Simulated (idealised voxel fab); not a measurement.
The following is a process module called voxel self aligned contacts.
The width of the displayed cross-section, cut, is 300 nm; its cells are square, with a size of 5 nm.
Square cells in a grid make up a cross-section in this document, and the grid is given as bands, listed from the top down, each one or more rows of cells. Top, bottom (nm), then materials left to right with widths (nm); lone material tagged "everywhere" fills the whole band edge to edge; "empty" = empty space. Zero point of the height axis is 0; under it, received wafer = one material. Lowest band: continues down indefinitely, "from 0 down". The expression "30->40" gives the width at the extremes of the band, the first number at its top row of cells and the second at its bottom row, with the width changing by equal amounts from each row to the next in between. Where a step carries "no alterations made", the cross-section came out of it unchanged, cell for cell. Any empty space of 8 cells or more lacking an open way to the top shows up in "Closed void register" as width x height at distance, distance from the left edge, in nm. Past the settings on a step's line: simulator remark, on that step. overlay nm: where the mask lay relative to plan, measured to the right, on steps with a mask; negatives go left.
-- This section lists the process steps that were planned
1: RECEIVE (material Si)
2: CONFORMAL_DEP (material SiO2; thk nm 5)
3: DIRECTIONAL_DEP (material polySi; thk nm 25)
4: DIRECTIONAL_DEP (material SiN; thk nm 20)
5: DIRECTIONAL_DEP (material aC; thk nm 10)
6: PATTERN (tone cover; mask id GATE; material resist; width nm 25; pitch nm 55; thk nm 30; overlay nm 0)
7: DIRECTIONAL_ETCH (etch materials aC; depth nm 10)
8: STRIP (etch materials resist)
9: DIRECTIONAL_ETCH (etch materials SiN; depth nm 20)
10: DIRECTIONAL_ETCH (etch materials polySi; depth nm 25)
11: STRIP (etch materials aC)
12: CONFORMAL_DEP (material SiN; thk nm 5)
13: DIRECTIONAL_ETCH (etch materials SiN; depth nm 5)
14: FILL_DEP (material SiO2; thk nm 10)
15: CMP (height nm 55)
16: MASKED_ETCH (tone open; mask id CONTACT; width nm 40; pitch nm 55; etch materials SiO2; depth nm 55; overlay nm 0)
17: CONFORMAL_DEP (material TiN; thk nm 5)
18: FILL_DEP (material W; thk nm 5)
19: CMP (height nm 55)
20: CONFORMAL_DEP (material SiCN; thk nm 5)
-- Step 1 complete: cross-section of the wafer as received
	from 0 down = Si everywhere
	Closed void register: none
-- End-of-module cross-section. Starting structure and process plan as above; one mistake made in running it
	from 60 to 55 = SiCN everywhere
	from 55 to 50 = TiN everywhere
	from 50 to 30 = SiN everywhere
	from 30 to 5 = polySi everywhere
	from 5 to 0 = SiO2 everywhere
	from 0 down = Si everywhere
	Closed void register: none
Deviation from plan: the process deviated at step 5: the operation and settings actually run there were DIRECTIONAL_DEP (material TiN; thk nm 10)
